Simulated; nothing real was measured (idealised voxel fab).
Herein follows the process module entitled voxel wiring stack.
Cross-section cut spans 265 nm and uses square cells 5 nm in size.
Reading order for cross-sections: top band down to bottom band. Underlying form: a grid of square cells. Band size: one or more rows of cells. Band: top and bottom heights (nm) first, top before bottom; then materials from left to right, widths in nm. "full width" marks a sole material filling the band edge to edge. "empty" denotes empty space. Height is counted from the level 0, under which the received wafer is composed throughout of one material. The lowest of the bands is not closed at the bottom but continues downward, in the notation "0 nm and below". Per-row width for "30 to 40": begins at first number (top row of band), ends at second number (bottom row), increment between rows held constant. What does "remained unchanged" mean for a step? It means no cell of the cross-section changed in that step. Each empty space that has no open way to the top and spans at least 8 cells appears under "Closed voids list" as width x height at distance, the distance counted from the left edge, all in nm. Read whatever lies past the settings on a step's line as the simulator's own remark about the step. The optional step-line setting "overlay nm" applies to steps with a mask and quantifies how far to the right of its planned location the mask lay, a negative value indicating leftward placement. Heads up before you read on: it's before/after pairs around one process step each, after side only down to the lowest band that changed, step plus settings under the pair. Pairs can be from different runs of this module, same starting wafer, so only chain a pair onto the one above if its "Ex-ante state" entry says so.

Ex-ante state
0 nm and below  Si full width
Closed voids list: none

Section, Post-Step
15 nm to 0 nm  SiO2 full width
All layers under 0 are left as they were.
Closed voids list: none
So what happened between those two cross-sections up there? CONFORMAL_DEP: material SiO2, thk nm 15

Ex-ante state: this step begins from the cross-section that the pair just above shows after its step.

Section, Post-Step
20 nm to 15 nm  SiN full width
All layers under 15 are left as they were.
Closed voids list: none
So what happened between those two cross-sections up there? CONFORMAL_DEP: material SiN, thk nm 5

Ex-ante state: this step begins from the cross-section that the pair just above shows after its step.

Section, Post-Step
45 nm to 20 nm  lowk full width
All layers under 20 are left as they were.
Closed voids list: none
So what happened between those two cross-sections up there? DIRECTIONAL_DEP: material lowk, thk nm 25

Ex-ante state: this step begins from the cross-section that the pair just above shows after its step.

Section, Post-Step
55 nm to 45 nm  aC full width
All layers under 45 are left as they were.
Closed voids list: none
So what happened between those two cross-sections up there? DIRECTIONAL_DEP: material aC, thk nm 10

Ex-ante state: this step begins from the cross-section that the pair just above shows after its step.

Section, Post-Step
80 nm to 55 nm  resist: 95  empty: 25  resist: 20  empty: 25  resist: 100
All layers under 55 are left as they were.
Closed voids list: none
So what happened between those two cross-sections up there? PATTERN: tone open, mask id METAL_1, material resist, width nm 25, pitch nm 45, thk nm 25, overlay nm 0

Ex-ante state: this step begins from the cross-section that the pair just above shows after its step.

Section, Post-Step
70 nm to 55 nm  resist: 95  empty: 25  resist: 20  empty: 25  resist: 100
55 nm to 45 nm  aC: 95  empty: 25  aC: 20  empty: 25  aC: 100
All layers under 45 are left as they were.
Closed voids list: none
So what happened between those two cross-sections up there? DIRECTIONAL_ETCH: etch materials aC, depth nm 10

Ex-ante state: this step begins from the cross-section that the pair just above shows after its step.

Section, Post-Step
55 nm to 45 nm  aC: 95  empty: 25  aC: 20  empty: 25  aC: 100
All layers under 45 are left as they were.
Closed voids list: none
So what happened between those two cross-sections up there? STRIP: etch materials resist

Ex-ante state: this step begins from the cross-section that the pair just above shows after its step.

Section, Post-Step
55 nm to 45 nm  aC: 95  empty: 25  aC: 20  empty: 25  aC: 100
45 nm to 20 nm  lowk: 95  empty: 25  lowk: 20  empty: 25  lowk: 100
All layers under 20 are left as they were.
Closed voids list: none
So what happened between those two cross-sections up there? DIRECTIONAL_ETCH: etch materials lowk, depth nm 25

Ex-ante state: this step begins from the cross-section that the pair just above shows after its step.

Section, Post-Step
55 nm to 45 nm  aC: 95  empty: 25  aC: 20  empty: 25  aC: 100
45 nm to 20 nm  lowk: 95  empty: 25  lowk: 20  empty: 25  lowk: 100
20 nm to 15 nm  SiN: 95  empty: 25  SiN: 20  empty: 25  SiN: 100
All layers under 15 are left as they were.
Closed voids list: none
So what happened between those two cross-sections up there? DIRECTIONAL_ETCH: etch materials SiN, depth nm 5

Ex-ante state: this step begins from the cross-section that the pair just above shows after its step.

Section, Post-Step
45 nm to 20 nm  lowk: 95  empty: 25  lowk: 20  empty: 25  lowk: 100
All layers under 20 are left as they were.
Closed voids list: none
So what happened between those two cross-sections up there? STRIP: etch materials aC

Ex-ante state: this step begins from the cross-section that the pair just above shows after its step.

Section, Post-Step
50 nm to 45 nm  TiN: 100  empty: 15  TiN: 30  empty: 15  TiN: 105
45 nm to 20 nm  lowk: 95  TiN: 5  empty: 15  TiN: 5  lowk: 20  TiN: 5  empty: 15  TiN: 5  lowk: 100
20 nm to 15 nm  SiN: 95  TiN: 25  SiN: 20  TiN: 25  SiN: 100
All layers under 15 are left as they were.
Closed voids list: none
So what happened between those two cross-sections up there? CONFORMAL_DEP: material TiN, thk nm 5

Ex-ante state: this step begins from the cross-section that the pair just above shows after its step.

Section, Post-Step
60 nm to 50 nm  Cu full width
50 nm to 45 nm  TiN: 100  Cu: 15  TiN: 30  Cu: 15  TiN: 105
45 nm to 20 nm  lowk: 95  TiN: 5  Cu: 15  TiN: 5  lowk: 20  TiN: 5  Cu: 15  TiN: 5  lowk: 100
All layers under 20 are left as they were.
Closed voids list: none
So what happened between those two cross-sections up there? FILL_DEP: material Cu, thk nm 10

Ex-ante state: this step begins from the cross-section that the pair just above shows after its step.

Section, Post-Step
45 nm to 20 nm  lowk: 95  TiN: 5  Cu: 15  TiN: 5  lowk: 20  TiN: 5  Cu: 15  TiN: 5  lowk: 100
All layers under 20 are left as they were.
Closed voids list: none
So what happened between those two cross-sections up there? CMP: height nm 45

Ex-ante state: this step begins from the cross-section that the pair just above shows after its step.

Section, Post-Step
50 nm to 45 nm  SiCN full width
All layers under 45 are left as they were.
Closed voids list: none
So what happened between those two cross-sections up there? CONFORMAL_DEP: material SiCN, thk nm 5

Ex-ante state: this step begins from the cross-section that the pair just above shows after its step.

Section, Post-Step
60 nm to 50 nm  SiO2 full width
All layers under 50 are left as they were.
Closed voids list: none
So what happened between those two cross-sections up there? DIRECTIONAL_DEP: material SiO2, thk nm 10

Ex-ante state: this step begins from the cross-section that the pair just above shows after its step.

Section, Post-Step
70 nm to 60 nm  aC full width
All layers under 60 are left as they were.
Closed voids list: none
So what happened between those two cross-sections up there? DIRECTIONAL_DEP: material aC, thk nm 10

Ex-ante state: this step begins from the cross-section that the pair just above shows after its step.

Section, Post-Step
95 nm to 70 nm  resist: 95  empty: 15  resist: 155
All layers under 70 are left as they were.
Closed voids list: none
So what happened between those two cross-sections up there? PATTERN: tone open, mask id PLUG_1, material resist, width nm 15, thk nm 25, overlay nm 0

Ex-ante state: this step begins from the cross-section that the pair just above shows after its step.

Section, Post-Step
85 nm to 70 nm  resist: 95  empty: 15  resist: 155
70 nm to 60 nm  aC: 95  empty: 15  aC: 155
All layers under 60 are left as they were.
Closed voids list: none
So what happened between those two cross-sections up there? DIRECTIONAL_ETCH: etch materials aC, depth nm 10

Ex-ante state: this step begins from the cross-section that the pair just above shows after its step.

Section, Post-Step
70 nm to 60 nm  aC: 95  empty: 15  aC: 155
All layers under 60 are left as they were.
Closed voids list: none
So what happened between those two cross-sections up there? STRIP: etch materials resist

Ex-ante state: this step begins from the cross-section that the pair just above shows after its step.

Section, Post-Step
70 nm to 60 nm  aC: 95  empty: 15  aC: 155
60 nm to 50 nm  SiO2: 95  empty: 15  SiO2: 155
All layers under 50 are left as they were.
Closed voids list: none
So what happened between those two cross-sections up there? DIRECTIONAL_ETCH: etch materials SiO2, depth nm 10

Ex-ante state: this step begins from the cross-section that the pair just above shows after its step.

Section, Post-Step
70 nm to 60 nm  aC: 95  empty: 15  aC: 155
60 nm to 50 nm  SiO2: 95  empty: 15  SiO2: 155
50 nm to 45 nm  SiCN: 95  empty: 15  SiCN: 155
All layers under 45 are left as they were.
Closed voids list: none
So what happened between those two cross-sections up there? DIRECTIONAL_ETCH: etch materials SiCN, depth nm 5

Ex-ante state: this step begins from the cross-section that the pair just above shows after its step.

Section, Post-Step
60 nm to 50 nm  SiO2: 95  empty: 15  SiO2: 155
All layers under 50 are left as they were.
Closed voids list: none
So what happened between those two cross-sections up there? STRIP: etch materials aC

Ex-ante state: this step begins from the cross-section that the pair just above shows after its step.

Section, Post-Step
65 nm to 60 nm  TiN: 100  empty: 5  TiN: 160
60 nm to 50 nm  SiO2: 95  TiN: 5  empty: 5  TiN: 5  SiO2: 155
50 nm to 45 nm  SiCN: 95  TiN: 15  SiCN: 155
All layers under 45 are left as they were.
Closed voids list: none
So what happened between those two cross-sections up there? CONFORMAL_DEP: material TiN, thk nm 5

Ex-ante state: this step begins from the cross-section that the pair just above shows after its step.

Section, Post-Step
75 nm to 65 nm  Ru full width
65 nm to 60 nm  TiN: 100  Ru: 5  TiN: 160
60 nm to 50 nm  SiO2: 95  TiN: 5  Ru: 5  TiN: 5  SiO2: 155
All layers under 50 are left as they were.
Closed voids list: none
So what happened between those two cross-sections up there? FILL_DEP: material Ru, thk nm 10

Ex-ante state: this step begins from the cross-section that the pair just above shows after its step.

Section, Post-Step
60 nm to 50 nm  SiO2: 95  TiN: 5  Ru: 5  TiN: 5  SiO2: 155
All layers under 50 are left as they were.
Closed voids list: none
So what happened between those two cross-sections up there? CMP: height nm 60

Ex-ante state: this step begins from the cross-section that the pair just above shows after its step.

Section, Post-Step
65 nm to 60 nm  SiN full width
All layers under 60 are left as they were.
Closed voids list: none
So what happened between those two cross-sections up there? CONFORMAL_DEP: material SiN, thk nm 5

Ex-ante state: this step begins from the cross-section that the pair just above shows after its step.

Section, Post-Step
80 nm to 65 nm  SiO2 full width
All layers under 65 are left as they were.
Closed voids list: none
So what happened between those two cross-sections up there? DIRECTIONAL_DEP: material SiO2, thk nm 15

Ex-ante state: this step begins from the cross-section that the pair just above shows after its step.

Section, Post-Step
80 nm to 65 nm  SiO2: 95  empty: 25  SiO2: 20  empty: 25  SiO2: 100
All layers under 65 are left as they were.
Closed voids list: none
So what happened between those two cross-sections up there? MASKED_ETCH: tone open, mask id METAL_2, width nm 25, pitch nm 45, etch materials SiO2, depth nm 15, overlay nm 0

Ex-ante state: this step begins from the cross-section that the pair just above shows after its step.

Section, Post-Step
80 nm to 65 nm  SiO2: 95  empty: 25  SiO2: 20  empty: 25  SiO2: 100
65 nm to 60 nm  SiN: 95  empty: 25  SiN: 20  empty: 25  SiN: 100
All layers under 60 are left as they were.
Closed voids list: none
So what happened between those two cross-sections up there? MASKED_ETCH: tone open, mask id METAL_2, width nm 25, pitch nm 45, etch materials SiN, depth nm 5, overlay nm 0

Ex-ante state: this step begins from the cross-section that the pair just above shows after its step.

Section, Post-Step
85 nm to 80 nm  TiN: 100  empty: 15  TiN: 30  empty: 15  TiN: 105
80 nm to 65 nm  SiO2: 95  TiN: 5  empty: 15  TiN: 5  SiO2: 20  TiN: 5  empty: 15  TiN: 5  SiO2: 100
65 nm to 60 nm  SiN: 95  TiN: 25  SiN: 20  TiN: 25  SiN: 100
All layers under 60 are left as they were.
Closed voids list: none
So what happened between those two cross-sections up there? CONFORMAL_DEP: material TiN, thk nm 5

Ex-ante state: this step begins from the cross-section that the pair just above shows after its step.

Section, Post-Step
95 nm to 85 nm  W full width
85 nm to 80 nm  TiN: 100  W: 15  TiN: 30  W: 15  TiN: 105
80 nm to 65 nm  SiO2: 95  TiN: 5  W: 15  TiN: 5  SiO2: 20  TiN: 5  W: 15  TiN: 5  SiO2: 100
All layers under 65 are left as they were.
Closed voids list: none
So what happened between those two cross-sections up there? FILL_DEP: material W, thk nm 10

Ex-ante state: this step begins from the cross-section that the pair just above shows after its step.

Section, Post-Step
80 nm to 65 nm  SiO2: 95  TiN: 5  W: 15  TiN: 5  SiO2: 20  TiN: 5  W: 15  TiN: 5  SiO2: 100
All layers under 65 are left as they were.
Closed voids list: none
So what happened between those two cross-sections up there? CMP: height nm 80

Ex-ante state: this step begins from the cross-section that the pair just above shows after its step.

Section, Post-Step
85 nm to 80 nm  SiCN full width
All layers under 80 are left as they were.
Closed voids list: none
So what happened between those two cross-sections up there? CONFORMAL_DEP: material SiCN, thk nm 5

Ex-ante state: this step begins from the cross-section that the pair just above shows after its step.

Section, Post-Step
105 nm to 85 nm  lowk full width
All layers under 85 are left as they were.
Closed voids list: none
So what happened between those two cross-sections up there? DIRECTIONAL_DEP: material lowk, thk nm 20

Ex-ante state: this step begins from the cross-section that the pair just above shows after its step.

Section, Post-Step
105 nm to 85 nm  lowk: 95  empty: 15  lowk: 30  empty: 15  lowk: 110
All layers under 85 are left as they were.
Closed voids list: none
So what happened between those two cross-sections up there? MASKED_ETCH: tone open, mask id PLUG_2, width nm 15, pitch nm 45, etch materials lowk, depth nm 20, overlay nm 0

Ex-ante state: this step begins from the cross-section that the pair just above shows after its step.

Section, Post-Step
105 nm to 85 nm  lowk: 95  empty: 15  lowk: 30  empty: 15  lowk: 110
85 nm to 80 nm  SiCN: 95  empty: 15  SiCN: 30  empty: 15  SiCN: 110
All layers under 80 are left as they were.
Closed voids list: none
So what happened between those two cross-sections up there? MASKED_ETCH: tone open, mask id PLUG_2, width nm 15, pitch nm 45, etch materials SiCN, depth nm 5, overlay nm 0

Ex-ante state: this step begins from the cross-section that the pair just above shows after its step.

Section, Post-Step
110 nm to 105 nm  TiN: 100  empty: 5  TiN: 40  empty: 5  TiN: 115
105 nm to 85 nm  lowk: 95  TiN: 5  empty: 5  TiN: 5  lowk: 30  TiN: 5  empty: 5  TiN: 5  lowk: 110
85 nm to 80 nm  SiCN: 95  TiN: 15  SiCN: 30  TiN: 15  SiCN: 110
All layers under 80 are left as they were.
Closed voids list: none
So what happened between those two cross-sections up there? CONFORMAL_DEP: material TiN, thk nm 5

Ex-ante state: this step begins from the cross-section that the pair just above shows after its step.

Section, Post-Step
120 nm to 110 nm  W full width
110 nm to 105 nm  TiN: 100  W: 5  TiN: 40  W: 5  TiN: 115
105 nm to 85 nm  lowk: 95  TiN: 5  W: 5  TiN: 5  lowk: 30  TiN: 5  W: 5  TiN: 5  lowk: 110
All layers under 85 are left as they were.
Closed voids list: none
So what happened between those two cross-sections up there? FILL_DEP: material W, thk nm 10

Ex-ante state: this step begins from the cross-section that the pair just above shows after its step.

Section, Post-Step
105 nm to 85 nm  lowk: 95  TiN: 5  W: 5  TiN: 5  lowk: 30  TiN: 5  W: 5  TiN: 5  lowk: 110
All layers under 85 are left as they were.
Closed voids list: none
So what happened between those two cross-sections up there? CMP: height nm 105

Ex-ante state: this step begins from the cross-section that the pair just above shows after its step.

Section, Post-Step
110 nm to 105 nm  SiN full width
All layers under 105 are left as they were.
Closed voids list: none
So what happened between those two cross-sections up there? CONFORMAL_DEP: material SiN, thk nm 5

Ex-ante state: this step begins from the cross-section that the pair just above shows after its step.

Section, Post-Step
130 nm to 110 nm  SiO2 full width
All layers under 110 are left as they were.
Closed voids list: none
So what happened between those two cross-sections up there? DIRECTIONAL_DEP: material SiO2, thk nm 20

Ex-ante state: this step begins from the cross-section that the pair just above shows after its step.

Section, Post-Step
145 nm to 130 nm  aC full width
All layers under 130 are left as they were.
Closed voids list: none
So what happened between those two cross-sections up there? DIRECTIONAL_DEP: material aC, thk nm 15

Ex-ante state: this step begins from the cross-section that the pair just above shows after its step.

Section, Post-Step
175 nm to 145 nm  resist: 95  empty: 25  resist: 20  empty: 25  resist: 100
All layers under 145 are left as they were.
Closed voids list: none
So what happened between those two cross-sections up there? PATTERN: tone open, mask id METAL_3, material resist, width nm 25, pitch nm 45, thk nm 30, overlay nm 0

Ex-ante state: this step begins from the cross-section that the pair just above shows after its step.

Section, Post-Step
160 nm to 145 nm  resist: 95  empty: 25  resist: 20  empty: 25  resist: 100
145 nm to 130 nm  aC: 95  empty: 25  aC: 20  empty: 25  aC: 100
All layers under 130 are left as they were.
Closed voids list: none
So what happened between those two cross-sections up there? DIRECTIONAL_ETCH: etch materials aC, depth nm 15

Ex-ante state: this step begins from the cross-section that the pair just above shows after its step.

Section, Post-Step
145 nm to 130 nm  aC: 95  empty: 25  aC: 20  empty: 25  aC: 100
All layers under 130 are left as they were.
Closed voids list: none
So what happened between those two cross-sections up there? STRIP: etch materials resist

Ex-ante state: this step begins from the cross-section that the pair just above shows after its step.

Section, Post-Step
145 nm to 130 nm  aC: 95  empty: 25  aC: 20  empty: 25  aC: 100
130 nm to 110 nm  SiO2: 95  empty: 25  SiO2: 20  empty: 25  SiO2: 100
All layers under 110 are left as they were.
Closed voids list: none
So what happened between those two cross-sections up there? DIRECTIONAL_ETCH: etch materials SiO2, depth nm 20

Ex-ante state: this step begins from the cross-section that the pair just above shows after its step.

Section, Post-Step
145 nm to 130 nm  aC: 95  empty: 25  aC: 20  empty: 25  aC: 100
130 nm to 110 nm  SiO2: 95  empty: 25  SiO2: 20  empty: 25  SiO2: 100
110 nm to 105 nm  SiN: 95  empty: 25  SiN: 20  empty: 25  SiN: 100
All layers under 105 are left as they were.
Closed voids list: none
So what happened between those two cross-sections up there? DIRECTIONAL_ETCH: etch materials SiN, depth nm 5

Ex-ante state: this step begins from the cross-section that the pair just above shows after its step.

Section, Post-Step
130 nm to 110 nm  SiO2: 95  empty: 25  SiO2: 20  empty: 25  SiO2: 100
All layers under 110 are left as they were.
Closed voids list: none
So what happened between those two cross-sections up there? STRIP: etch materials aC

Ex-ante state: this step begins from the cross-section that the pair just above shows after its step.

Section, Post-Step
135 nm to 130 nm  TiN: 100  empty: 15  TiN: 30  empty: 15  TiN: 105
130 nm to 110 nm  SiO2: 95  TiN: 5  empty: 15  TiN: 5  SiO2: 20  TiN: 5  empty: 15  TiN: 5  SiO2: 100
110 nm to 105 nm  SiN: 95  TiN: 25  SiN: 20  TiN: 25  SiN: 100
All layers under 105 are left as they were.
Closed voids list: none
So what happened between those two cross-sections up there? CONFORMAL_DEP: material TiN, thk nm 5

Ex-ante state: this step begins from the cross-section that the pair just above shows after its step.

Section, Post-Step
145 nm to 135 nm  W full width
135 nm to 130 nm  TiN: 100  W: 15  TiN: 30  W: 15  TiN: 105
130 nm to 110 nm  SiO2: 95  TiN: 5  W: 15  TiN: 5  SiO2: 20  TiN: 5  W: 15  TiN: 5  SiO2: 100
All layers under 110 are left as they were.
Closed voids list: none
So what happened between those two cross-sections up there? FILL_DEP: material W, thk nm 10

Ex-ante state: this step begins from the cross-section that the pair just above shows after its step.

Section, Post-Step
130 nm to 110 nm  SiO2: 95  TiN: 5  W: 15  TiN: 5  SiO2: 20  TiN: 5  W: 15  TiN: 5  SiO2: 100
All layers under 110 are left as they were.
Closed voids list: none
So what happened between those two cross-sections up there? CMP: height nm 130

Ex-ante state: this step begins from the cross-section that the pair just above shows after its step.

Section, Post-Step
135 nm to 130 nm  empty: 90  Ru: 35  empty: 10  Ru: 35  empty: 95
All layers under 130 are left as they were.
Closed voids list: none
So what happened between those two cross-sections up there? EPI: material Ru, thk nm 5

Ex-ante state: this step begins from the cross-section that the pair just above shows after its step.

Section, Post-Step
140 nm to 135 nm  SiCN full width
135 nm to 130 nm  SiCN: 90  Ru: 35  SiCN: 10  Ru: 35  SiCN: 95
All layers under 130 are left as they were.
Closed voids list: none
So what happened between those two cross-sections up there? FILL_DEP: material SiCN, thk nm 5

Ex-ante state
15 nm to 0 nm  SiO2 full width
0 nm and below  Si full width
Closed voids list: none

Section, Post-Step
40 nm to 15 nm  lowk full width
All layers under 15 are left as they were.
Closed voids list: none
So what happened between those two cross-sections up there? DIRECTIONAL_DEP: material lowk, thk nm 25

Ex-ante state: this step begins from the cross-section that the pair just above shows after its step.

Section, Post-Step
50 nm to 40 nm  aC full width
All layers under 40 are left as they were.
Closed voids list: none
So what happened between those two cross-sections up there? DIRECTIONAL_DEP: material aC, thk nm 10

Ex-ante state: this step begins from the cross-section that the pair just above shows after its step.

Section, Post-Step
75 nm to 50 nm  resist: 95  empty: 25  resist: 20  empty: 25  resist: 100
All layers under 50 are left as they were.
Closed voids list: none
So what happened between those two cross-sections up there? PATTERN: tone open, mask id METAL_1, material resist, width nm 25, pitch nm 45, thk nm 25, overlay nm 0

Ex-ante state: this step begins from the cross-section that the pair just above shows after its step.

Section, Post-Step
65 nm to 50 nm  resist: 95  empty: 25  resist: 20  empty: 25  resist: 100
50 nm to 40 nm  aC: 95  empty: 25  aC: 20  empty: 25  aC: 100
All layers under 40 are left as they were.
Closed voids list: none
So what happened between those two cross-sections up there? DIRECTIONAL_ETCH: etch materials aC, depth nm 10

Ex-ante state: this step begins from the cross-section that the pair just above shows after its step.

Section, Post-Step
50 nm to 40 nm  aC: 95  empty: 25  aC: 20  empty: 25  aC: 100
All layers under 40 are left as they were.
Closed voids list: none
So what happened between those two cross-sections up there? STRIP: etch materials resist

Ex-ante state: this step begins from the cross-section that the pair just above shows after its step.

Section, Post-Step
50 nm to 40 nm  aC: 95  empty: 25  aC: 20  empty: 25  aC: 100
40 nm to 15 nm  lowk: 95  empty: 25  lowk: 20  empty: 25  lowk: 100
All layers under 15 are left as they were.
Closed voids list: none
So what happened between those two cross-sections up there? DIRECTIONAL_ETCH: etch materials lowk, depth nm 25

Ex-ante state: this step begins from the cross-section that the pair just above shows after its step.

Section, Post-Step
40 nm to 15 nm  lowk: 95  empty: 25  lowk: 20  empty: 25  lowk: 100
All layers under 15 are left as they were.
Closed voids list: none
So what happened between those two cross-sections up there? STRIP: etch materials aC

Ex-ante state: this step begins from the cross-section that the pair just above shows after its step.

Section, Post-Step
45 nm to 40 nm  TiN: 100  empty: 15  TiN: 30  empty: 15  TiN: 105
40 nm to 20 nm  lowk: 95  TiN: 5  empty: 15  TiN: 5  lowk: 20  TiN: 5  empty: 15  TiN: 5  lowk: 100
20 nm to 15 nm  lowk: 95  TiN: 25  lowk: 20  TiN: 25  lowk: 100
All layers under 15 are left as they were.
Closed voids list: none
So what happened between those two cross-sections up there? CONFORMAL_DEP: material TiN, thk nm 5

Ex-ante state: this step begins from the cross-section that the pair just above shows after its step.

Section, Post-Step
55 nm to 45 nm  Cu full width
45 nm to 40 nm  TiN: 100  Cu: 15  TiN: 30  Cu: 15  TiN: 105
40 nm to 20 nm  lowk: 95  TiN: 5  Cu: 15  TiN: 5  lowk: 20  TiN: 5  Cu: 15  TiN: 5  lowk: 100
All layers under 20 are left as they were.
Closed voids list: none
So what happened between those two cross-sections up there? FILL_DEP: material Cu, thk nm 10

Ex-ante state: this step begins from the cross-section that the pair just above shows after its step.

Section, Post-Step
45 nm to 40 nm  TiN: 100  Cu: 15  TiN: 30  Cu: 15  TiN: 105
All layers under 40 are left as they were.
Closed voids list: none
So what happened between those two cross-sections up there? CMP: height nm 45

Ex-ante state: this step begins from the cross-section that the pair just above shows after its step.

Section, Post-Step
50 nm to 45 nm  SiCN full width
All layers under 45 are left as they were.
Closed voids list: none
So what happened between those two cross-sections up there? CONFORMAL_DEP: material SiCN, thk nm 5

Ex-ante state: this step begins from the cross-section that the pair just above shows after its step.

Section, Post-Step
60 nm to 50 nm  SiO2 full width
All layers under 50 are left as they were.
Closed voids list: none
So what happened between those two cross-sections up there? DIRECTIONAL_DEP: material SiO2, thk nm 10

Ex-ante state: this step begins from the cross-section that the pair just above shows after its step.

Section, Post-Step
70 nm to 60 nm  aC full width
All layers under 60 are left as they were.
Closed voids list: none
So what happened between those two cross-sections up there? DIRECTIONAL_DEP: material aC, thk nm 10

Ex-ante state: this step begins from the cross-section that the pair just above shows after its step.

Section, Post-Step
95 nm to 70 nm  resist: 95  empty: 15  resist: 155
All layers under 70 are left as they were.
Closed voids list: none
So what happened between those two cross-sections up there? PATTERN: tone open, mask id PLUG_1, material resist, width nm 15, thk nm 25, overlay nm 0

Ex-ante state: this step begins from the cross-section that the pair just above shows after its step.

Section, Post-Step
85 nm to 70 nm  resist: 95  empty: 15  resist: 155
70 nm to 60 nm  aC: 95  empty: 15  aC: 155
All layers under 60 are left as they were.
Closed voids list: none
So what happened between those two cross-sections up there? DIRECTIONAL_ETCH: etch materials aC, depth nm 10

Ex-ante state: this step begins from the cross-section that the pair just above shows after its step.

Section, Post-Step
70 nm to 60 nm  aC: 95  empty: 15  aC: 155
All layers under 60 are left as they were.
Closed voids list: none
So what happened between those two cross-sections up there? STRIP: etch materials resist

Ex-ante state: this step begins from the cross-section that the pair just above shows after its step.

Section, Post-Step
70 nm to 60 nm  aC: 95  empty: 15  aC: 155
60 nm to 50 nm  SiO2: 95  empty: 15  SiO2: 155
All layers under 50 are left as they were.
Closed voids list: none
So what happened between those two cross-sections up there? DIRECTIONAL_ETCH: etch materials SiO2, depth nm 10

Ex-ante state: this step begins from the cross-section that the pair just above shows after its step.

Section, Post-Step
70 nm to 60 nm  aC: 95  empty: 15  aC: 155
60 nm to 50 nm  SiO2: 95  empty: 15  SiO2: 155
50 nm to 45 nm  SiCN: 95  empty: 15  SiCN: 155
All layers under 45 are left as they were.
Closed voids list: none
So what happened between those two cross-sections up there? DIRECTIONAL_ETCH: etch materials SiCN, depth nm 5

Ex-ante state: this step begins from the cross-section that the pair just above shows after its step.

Section, Post-Step
60 nm to 50 nm  SiO2: 95  empty: 15  SiO2: 155
All layers under 50 are left as they were.
Closed voids list: none
So what happened between those two cross-sections up there? STRIP: etch materials aC

Ex-ante state: this step begins from the cross-section that the pair just above shows after its step.

Section, Post-Step
65 nm to 60 nm  TiN: 100  empty: 5  TiN: 160
60 nm to 50 nm  SiO2: 95  TiN: 5  empty: 5  TiN: 5  SiO2: 155
50 nm to 45 nm  SiCN: 95  TiN: 15  SiCN: 155
All layers under 45 are left as they were.
Closed voids list: none
So what happened between those two cross-sections up there? CONFORMAL_DEP: material TiN, thk nm 5

Ex-ante state: this step begins from the cross-section that the pair just above shows after its step.

Section, Post-Step
75 nm to 65 nm  Ru full width
65 nm to 60 nm  TiN: 100  Ru: 5  TiN: 160
60 nm to 50 nm  SiO2: 95  TiN: 5  Ru: 5  TiN: 5  SiO2: 155
All layers under 50 are left as they were.
Closed voids list: none
So what happened between those two cross-sections up there? FILL_DEP: material Ru, thk nm 10

Ex-ante state: this step begins from the cross-section that the pair just above shows after its step.

Section, Post-Step
60 nm to 50 nm  SiO2: 95  TiN: 5  Ru: 5  TiN: 5  SiO2: 155
All layers under 50 are left as they were.
Closed voids list: none
So what happened between those two cross-sections up there? CMP: height nm 60

Ex-ante state: this step begins from the cross-section that the pair just above shows after its step.

Section, Post-Step
65 nm to 60 nm  SiN full width
All layers under 60 are left as they were.
Closed voids list: none
So what happened between those two cross-sections up there? CONFORMAL_DEP: material SiN, thk nm 5

Ex-ante state: this step begins from the cross-section that the pair just above shows after its step.

Section, Post-Step
80 nm to 65 nm  SiO2 full width
All layers under 65 are left as they were.
Closed voids list: none
So what happened between those two cross-sections up there? DIRECTIONAL_DEP: material SiO2, thk nm 15

Ex-ante state: this step begins from the cross-section that the pair just above shows after its step.

Section, Post-Step
80 nm to 65 nm  SiO2: 95  empty: 25  SiO2: 20  empty: 25  SiO2: 100
All layers under 65 are left as they were.
Closed voids list: none
So what happened between those two cross-sections up there? MASKED_ETCH: tone open, mask id METAL_2, width nm 25, pitch nm 45, etch materials SiO2, depth nm 15, overlay nm 0

Ex-ante state: this step begins from the cross-section that the pair just above shows after its step.

Section, Post-Step
80 nm to 65 nm  SiO2: 95  empty: 25  SiO2: 20  empty: 25  SiO2: 100
65 nm to 60 nm  SiN: 95  empty: 25  SiN: 20  empty: 25  SiN: 100
All layers under 60 are left as they were.
Closed voids list: none
So what happened between those two cross-sections up there? MASKED_ETCH: tone open, mask id METAL_2, width nm 25, pitch nm 45, etch materials SiN, depth nm 5, overlay nm 0

Ex-ante state: this step begins from the cross-section that the pair just above shows after its step.

Section, Post-Step
85 nm to 80 nm  TiN: 100  empty: 15  TiN: 30  empty: 15  TiN: 105
80 nm to 65 nm  SiO2: 95  TiN: 5  empty: 15  TiN: 5  SiO2: 20  TiN: 5  empty: 15  TiN: 5  SiO2: 100
65 nm to 60 nm  SiN: 95  TiN: 25  SiN: 20  TiN: 25  SiN: 100
All layers under 60 are left as they were.
Closed voids list: none
So what happened between those two cross-sections up there? CONFORMAL_DEP: material TiN, thk nm 5

Ex-ante state: this step begins from the cross-section that the pair just above shows after its step.

Section, Post-Step
95 nm to 85 nm  W full width
85 nm to 80 nm  TiN: 100  W: 15  TiN: 30  W: 15  TiN: 105
80 nm to 65 nm  SiO2: 95  TiN: 5  W: 15  TiN: 5  SiO2: 20  TiN: 5  W: 15  TiN: 5  SiO2: 100
All layers under 65 are left as they were.
Closed voids list: none
So what happened between those two cross-sections up there? FILL_DEP: material W, thk nm 10

Ex-ante state: this step begins from the cross-section that the pair just above shows after its step.

Section, Post-Step
80 nm to 65 nm  SiO2: 95  TiN: 5  W: 15  TiN: 5  SiO2: 20  TiN: 5  W: 15  TiN: 5  SiO2: 100
All layers under 65 are left as they were.
Closed voids list: none
So what happened between those two cross-sections up there? CMP: height nm 80

Ex-ante state: this step begins from the cross-section that the pair just above shows after its step.

Section, Post-Step
85 nm to 80 nm  SiCN full width
All layers under 80 are left as they were.
Closed voids list: none
So what happened between those two cross-sections up there? CONFORMAL_DEP: material SiCN, thk nm 5

Ex-ante state: this step begins from the cross-section that the pair just above shows after its step.

Section, Post-Step
105 nm to 85 nm  lowk full width
All layers under 85 are left as they were.
Closed voids list: none
So what happened between those two cross-sections up there? DIRECTIONAL_DEP: material lowk, thk nm 20

Ex-ante state: this step begins from the cross-section that the pair just above shows after its step.

Section, Post-Step
105 nm to 85 nm  lowk: 95  empty: 15  lowk: 30  empty: 15  lowk: 110
All layers under 85 are left as they were.
Closed voids list: none
So what happened between those two cross-sections up there? MASKED_ETCH: tone open, mask id PLUG_2, width nm 15, pitch nm 45, etch materials lowk, depth nm 20, overlay nm 0

Ex-ante state: this step begins from the cross-section that the pair just above shows after its step.

Section, Post-Step
105 nm to 85 nm  lowk: 95  empty: 15  lowk: 30  empty: 15  lowk: 110
85 nm to 80 nm  SiCN: 95  empty: 15  SiCN: 30  empty: 15  SiCN: 110
All layers under 80 are left as they were.
Closed voids list: none
So what happened between those two cross-sections up there? MASKED_ETCH: tone open, mask id PLUG_2, width nm 15, pitch nm 45, etch materials SiCN, depth nm 5, overlay nm 0
